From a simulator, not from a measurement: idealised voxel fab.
Presented below is a process module, voxel released beams.
For reference, the cross-section in this document is cut, with width 175 nm and square cells of 5 nm.
Heads up, the way a cross-section reads in here is a grid of square cells, handed over as bands from the top down, with every band being one or more rows of cells.
Top, bottom (nm), then materials left to right with widths (nm); lone material tagged "everywhere" fills the whole band edge to edge; "empty" = empty space.
Below 0: as-received wafer, all one material; heights counted from there. Lowest band: no bottom, goes on down, written "0..down".
Quick explanation for "30 to 40": the width changes in equal steps down the rows of cells, from the first number in the band's top row to the second number in its bottom row.
It should be understood that the words "all unchanged", when stated for a given step, signify that the cross-section underwent no change in any of its cells during that step.
The entry "Trapped voids" lists the empty spaces that cover at least 8 cells and have no open path to the top. Each is written as width x height at distance, where the distance is measured from the left edge and all three values are in nm.
On each step's line, the part that comes after the settings is the simulator's own comment on the step.
overlay nm: where the mask lay relative to plan, measured to the right, on steps with a mask; negatives go left.
The steps planned for the process are as follows
1) RECEIVE,material Si
2) CONFORMAL_DEP,material SiN,thk nm 5
3) DIRECTIONAL_DEP,material SiO2,thk nm 15
4) PATTERN,tone open,mask id ANCHOR,material resist,width nm 25,thk nm 15,overlay nm 0
5) DIRECTIONAL_ETCH,etch materials SiO2,depth nm 15
6) STRIP,etch materials resist
7) CONFORMAL_DEP,material TiN,thk nm 10
8) DIRECTIONAL_DEP,material aC,thk nm 15
9) PATTERN,tone cover,mask id BEAM,material resist,width nm 95,thk nm 30,overlay nm 0
10) DIRECTIONAL_ETCH,etch materials aC,depth nm 15
11) STRIP,etch materials resist
12) DIRECTIONAL_ETCH,etch materials TiN,depth nm 10
13) STRIP,etch materials aC
14) STRIP,etch materials SiO2
first wafer, as planned
Cross-section of the wafer at receipt, which is the condition after step 1
  0..down = Si everywhere
  Trapped voids: none
How the wafer stands in section after step 2
  5..0 = SiN everywhere
  At heights below 0, the structure remains unaltered.
How the wafer stands in section after step 3
  20..5 = SiO2 everywhere
  At heights below 5, the structure remains unaltered.
How the wafer stands in section after step 4
  35..20 = resist: 40 / empty: 25 / resist: 110
  At heights below 20, the structure remains unaltered.
How the wafer stands in section after step 5
  35..20 = resist: 40 / empty: 25 / resist: 110
  20..5 = SiO2: 40 / empty: 25 / SiO2: 110
  At heights below 5, the structure remains unaltered.
How the wafer stands in section after step 6
  20..5 = SiO2: 40 / empty: 25 / SiO2: 110
  At heights below 5, the structure remains unaltered.
How the wafer stands in section after step 7
  30..20 = TiN: 50 / empty: 5 / TiN: 120
  20..15 = SiO2: 40 / TiN: 10 / empty: 5 / TiN: 10 / SiO2: 110
  15..5 = SiO2: 40 / TiN: 25 / SiO2: 110
  At heights below 5, the structure remains unaltered.
How the wafer stands in section after step 8
  45..30 = aC: 50 / empty: 5 / aC: 120
  30..20 = TiN: 50 / aC: 5 / TiN: 120
  20..15 = SiO2: 40 / TiN: 10 / aC: 5 / TiN: 10 / SiO2: 110
  At heights below 15, the structure remains unaltered.
How the wafer stands in section after step 9
  75..45 = empty: 35 / resist: 95 / empty: 45
  45..30 = aC: 50 / resist: 5 / aC: 120
  At heights below 30, the structure remains unaltered.
How the wafer stands in section after step 10
  60..45 = empty: 35 / resist: 95 / empty: 45
  45..30 = empty: 35 / aC: 15 / resist: 5 / aC: 75 / empty: 45
  At heights below 30, the structure remains unaltered.
How the wafer stands in section after step 11
  45..30 = empty: 35 / aC: 15 / empty: 5 / aC: 75 / empty: 45
  At heights below 30, the structure remains unaltered.
How the wafer stands in section after step 12
  45..30 = empty: 35 / aC: 15 / empty: 5 / aC: 75 / empty: 45
  30..20 = empty: 35 / TiN: 15 / aC: 5 / TiN: 75 / empty: 45
  At heights below 20, the structure remains unaltered.
How the wafer stands in section after step 13
  30..20 = empty: 35 / TiN: 15 / empty: 5 / TiN: 75 / empty: 45
  20..15 = SiO2: 40 / TiN: 10 / empty: 5 / TiN: 10 / SiO2: 110
  At heights below 15, the structure remains unaltered.
How the wafer stands in section after step 14
  30..20 = empty: 35 / TiN: 15 / empty: 5 / TiN: 75 / empty: 45
  20..15 = empty: 40 / TiN: 10 / empty: 5 / TiN: 10 / empty: 110
  15..5 = empty: 40 / TiN: 25 / empty: 110
  At heights below 5, the structure remains unaltered.
Second of two: same start, same plan, one run error; steps up to and including 3 match the first
The second wafer in cross-section, at the planned close of step 4
  35..20 = resist: 45 / empty: 25 / resist: 105
  At heights below 20, the structure remains unaltered.
The second wafer in cross-section, at the planned close of step 5
  35..20 = resist: 45 / empty: 25 / resist: 105
  20..5 = SiO2: 45 / empty: 25 / SiO2: 105
  At heights below 5, the structure remains unaltered.
The second wafer in cross-section, at the planned close of step 6
  20..5 = SiO2: 45 / empty: 25 / SiO2: 105
  At heights below 5, the structure remains unaltered.
The second wafer in cross-section, at the planned close of step 7
  30..20 = TiN: 55 / empty: 5 / TiN: 115
  20..15 = SiO2: 45 / TiN: 10 / empty: 5 / TiN: 10 / SiO2: 105
  15..5 = SiO2: 45 / TiN: 25 / SiO2: 105
  At heights below 5, the structure remains unaltered.
The second wafer in cross-section, at the planned close of step 8
  45..30 = aC: 55 / empty: 5 / aC: 115
  30..20 = TiN: 55 / aC: 5 / TiN: 115
  20..15 = SiO2: 45 / TiN: 10 / aC: 5 / TiN: 10 / SiO2: 105
  At heights below 15, the structure remains unaltered.
The second wafer in cross-section, at the planned close of step 9
  75..45 = empty: 35 / resist: 95 / empty: 45
  45..30 = aC: 55 / resist: 5 / aC: 115
  At heights below 30, the structure remains unaltered.
The second wafer in cross-section, at the planned close of step 10
  60..45 = empty: 35 / resist: 95 / empty: 45
  45..30 = empty: 35 / aC: 20 / resist: 5 / aC: 70 / empty: 45
  At heights below 30, the structure remains unaltered.
The second wafer in cross-section, at the planned close of step 11
  45..30 = empty: 35 / aC: 20 / empty: 5 / aC: 70 / empty: 45
  At heights below 30, the structure remains unaltered.
The second wafer in cross-section, at the planned close of step 12
  45..30 = empty: 35 / aC: 20 / empty: 5 / aC: 70 / empty: 45
  30..20 = empty: 35 / TiN: 20 / aC: 5 / TiN: 70 / empty: 45
  At heights below 20, the structure remains unaltered.
The second wafer in cross-section, at the planned close of step 13
  30..20 = empty: 35 / TiN: 20 / empty: 5 / TiN: 70 / empty: 45
  20..15 = SiO2: 45 / TiN: 10 / empty: 5 / TiN: 10 / SiO2: 105
  At heights below 15, the structure remains unaltered.
The second wafer in cross-section, at the planned close of step 14
  30..20 = empty: 35 / TiN: 20 / empty: 5 / TiN: 70 / empty: 45
  20..15 = empty: 45 / TiN: 10 / empty: 5 / TiN: 10 / empty: 105
  15..5 = empty: 45 / TiN: 25 / empty: 105
  At heights below 5, the structure remains unaltered.
Error vs. plan: step 4 ran as: PATTERN,tone open,mask id ANCHOR,material resist,width nm 25,thk nm 15,overlay nm 5
When the process is done, the second wafer contains the same cell count of every material as the first wafer, but distributed over other locations.
